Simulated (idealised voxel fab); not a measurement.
process module | voxel wiring stack
cross-section cut | 160 nm wide | cells 5 nm
A cross-section is a grid of square cells, given in bands from the top down. A band is one or more rows of cells.
Each band's line starts with the height of the band's top and of its bottom, in nm. Then come its materials from left to right, each with its width in nm. One material with "throughout" fills the band from edge to edge. "air" is empty space.
Height 0 is the level under which the wafer as received is all one material. The lowest band goes on downwards, as in "0 down".
A width such as "30 to 40" changes by the same amount from each row of cells to the next, from the band's top row to its bottom row.
"no change" after a step means that no cell of the cross-section changed.
closed voids: empty space of 8 cells or more with no open way to the top, each as width x height at its distance from the left edge, in nm
after a step's settings: what the simulator itself notes on the step
overlay nm, on a step with a mask: how far to the right of its planned place the mask lay; to the left if negative
plan
1 op RECEIVE | material Si
2 op CONFORMAL_DEP | material SiO2 | thk nm 15
3 op DIRECTIONAL_DEP | material TiN | thk nm 5
4 op DIRECTIONAL_DEP | material W | thk nm 25
5 op PATTERN | tone cover | mask id METAL_1 | material resist | width nm 20 | pitch nm 40 | thk nm 20 | overlay nm 0
6 op DIRECTIONAL_ETCH | etch materials W | depth nm 25
7 op DIRECTIONAL_ETCH | etch materials TiN | depth nm 5
8 op STRIP | etch materials resist
9 op FILL_DEP | material lowk | thk nm 10
10 op CMP | height nm 45
11 op CONFORMAL_DEP | material SiCN | thk nm 5
12 op DIRECTIONAL_DEP | material lowk | thk nm 30
13 op DIRECTIONAL_DEP | material aC | thk nm 15
14 op PATTERN | tone open | mask id METAL_2 | material resist | width nm 20 | pitch nm 40 | thk nm 30 | overlay nm 0
15 op DIRECTIONAL_ETCH | etch materials aC | depth nm 15
16 op STRIP | etch materials resist
17 op DIRECTIONAL_ETCH | etch materials lowk | depth nm 15
18 op STRIP | etch materials aC
19 op MASKED_ETCH | tone open | mask id METAL_2_HOLES | width nm 15 | pitch nm 40 | etch materials lowk | depth nm 15 | overlay nm 0
20 op MASKED_ETCH | tone open | mask id METAL_2_HOLES | width nm 15 | pitch nm 40 | etch materials SiCN | depth nm 5 | overlay nm 0
21 op CONFORMAL_DEP | material TiN | thk nm 5
22 op FILL_DEP | material Cu | thk nm 10
23 op CMP | height nm 80
24 op CONFORMAL_DEP | material SiN | thk nm 5
first wafer, as planned
as received, after step 1
  0 down: Si throughout
  closed voids: none
after step 2
  15 to 0: SiO2 throughout
  below 0: unchanged
after step 3
  20 to 15: TiN throughout
  below 15: unchanged
after step 4
  45 to 20: W throughout
  below 20: unchanged
after step 5
  65 to 45: air 50 | resist 20 | air 20 | resist 20 | air 50
  below 45: unchanged
after step 6
  65 to 45: air 50 | resist 20 | air 20 | resist 20 | air 50
  45 to 20: air 50 | W 20 | air 20 | W 20 | air 50
  below 20: unchanged
after step 7
  65 to 45: air 50 | resist 20 | air 20 | resist 20 | air 50
  45 to 20: air 50 | W 20 | air 20 | W 20 | air 50
  20 to 15: air 50 | TiN 20 | air 20 | TiN 20 | air 50
  below 15: unchanged
after step 8
  45 to 20: air 50 | W 20 | air 20 | W 20 | air 50
  below 20: unchanged
after step 9
  55 to 45: lowk throughout
  45 to 20: lowk 50 | W 20 | lowk 20 | W 20 | lowk 50
  20 to 15: lowk 50 | TiN 20 | lowk 20 | TiN 20 | lowk 50
  below 15: unchanged
after step 10
  45 to 20: lowk 50 | W 20 | lowk 20 | W 20 | lowk 50
  below 20: unchanged
after step 11
  50 to 45: SiCN throughout
  below 45: unchanged
after step 12
  80 to 50: lowk throughout
  below 50: unchanged
after step 13
  95 to 80: aC throughout
  below 80: unchanged
after step 14
  125 to 95: resist 50 | air 20 | resist 20 | air 20 | resist 50
  below 95: unchanged
after step 15
  110 to 95: resist 50 | air 20 | resist 20 | air 20 | resist 50
  95 to 80: aC 50 | air 20 | aC 20 | air 20 | aC 50
  below 80: unchanged
after step 16
  95 to 80: aC 50 | air 20 | aC 20 | air 20 | aC 50
  below 80: unchanged
after step 17
  95 to 80: aC 50 | air 20 | aC 20 | air 20 | aC 50
  80 to 65: lowk 50 | air 20 | lowk 20 | air 20 | lowk 50
  below 65: unchanged
after step 18
  80 to 65: lowk 50 | air 20 | lowk 20 | air 20 | lowk 50
  below 65: unchanged
after step 19
  80 to 65: lowk 50 | air 20 | lowk 20 | air 20 | lowk 50
  65 to 50: lowk 50 | air 15 | lowk 25 | air 15 | lowk 55
  below 50: unchanged
after step 20
  80 to 65: lowk 50 | air 20 | lowk 20 | air 20 | lowk 50
  65 to 50: lowk 50 | air 15 | lowk 25 | air 15 | lowk 55
  50 to 45: SiCN 50 | air 15 | SiCN 25 | air 15 | SiCN 55
  below 45: unchanged
after step 21
  85 to 80: TiN 55 | air 10 | TiN 30 | air 10 | TiN 55
  80 to 70: lowk 50 | TiN 5 | air 10 | TiN 5 | lowk 20 | TiN 5 | air 10 | TiN 5 | lowk 50
  70 to 65: lowk 50 | TiN 5 | air 5 | TiN 10 | lowk 20 | TiN 5 | air 5 | TiN 10 | lowk 50
  65 to 50: lowk 50 | TiN 5 | air 5 | TiN 5 | lowk 25 | TiN 5 | air 5 | TiN 5 | lowk 55
  50 to 45: SiCN 50 | TiN 15 | SiCN 25 | TiN 15 | SiCN 55
  below 45: unchanged
after step 22
  95 to 85: Cu throughout
  85 to 80: TiN 55 | Cu 10 | TiN 30 | Cu 10 | TiN 55
  80 to 70: lowk 50 | TiN 5 | Cu 10 | TiN 5 | lowk 20 | TiN 5 | Cu 10 | TiN 5 | lowk 50
  70 to 65: lowk 50 | TiN 5 | Cu 5 | TiN 10 | lowk 20 | TiN 5 | Cu 5 | TiN 10 | lowk 50
  65 to 50: lowk 50 | TiN 5 | Cu 5 | TiN 5 | lowk 25 | TiN 5 | Cu 5 | TiN 5 | lowk 55
  below 50: unchanged
after step 23
  80 to 70: lowk 50 | TiN 5 | Cu 10 | TiN 5 | lowk 20 | TiN 5 | Cu 10 | TiN 5 | lowk 50
  below 70: unchanged
after step 24
  85 to 80: SiN throughout
  below 80: unchanged
second wafer: like start, like plan, one mistake. Through step 13 it matches the first wafer
when step 14 should have ended
  125 to 95: air 50 | resist 20 | air 20 | resist 20 | air 50
  below 95: unchanged
when step 15 should have ended
  110 to 95: air 50 | resist 20 | air 20 | resist 20 | air 50
  95 to 80: air 50 | aC 20 | air 20 | aC 20 | air 50
  below 80: unchanged
when step 16 should have ended
  95 to 80: air 50 | aC 20 | air 20 | aC 20 | air 50
  below 80: unchanged
when step 17 should have ended
  95 to 80: air 50 | aC 20 | air 20 | aC 20 | air 50
  80 to 65: air 50 | lowk 20 | air 20 | lowk 20 | air 50
  below 65: unchanged
when step 18 should have ended
  80 to 65: air 50 | lowk 20 | air 20 | lowk 20 | air 50
  below 65: unchanged
when step 19 should have ended
  80 to 65: air 65 | lowk 5 | air 35 | lowk 5 | air 50
  below 65: unchanged
when step 20 should have ended: no change
when step 21 should have ended
  85 to 80: air 60 | TiN 15 | air 25 | TiN 15 | air 45
  80 to 70: air 60 | TiN 5 | lowk 5 | TiN 5 | air 25 | TiN 5 | lowk 5 | TiN 5 | air 45
  70 to 65: TiN 65 | lowk 5 | TiN 35 | lowk 5 | TiN 50
  below 65: unchanged
when step 22 should have ended
  95 to 85: Cu throughout
  85 to 80: Cu 60 | TiN 15 | Cu 25 | TiN 15 | Cu 45
  80 to 70: Cu 60 | TiN 5 | lowk 5 | TiN 5 | Cu 25 | TiN 5 | lowk 5 | TiN 5 | Cu 45
  below 70: unchanged
when step 23 should have ended
  80 to 70: Cu 60 | TiN 5 | lowk 5 | TiN 5 | Cu 25 | TiN 5 | lowk 5 | TiN 5 | Cu 45
  below 70: unchanged
when step 24 should have ended
  85 to 80: SiN throughout
  below 80: unchanged
what went wrong: step 14 ran as: op PATTERN | tone cover | mask id METAL_2 | material resist | width nm 20 | pitch nm 40 | thk nm 30 | overlay nm 0
at the end the second wafer has, in cells: 36 more of Cu | 6 more of SiCN | 6 more of TiN | 48 fewer of lowk
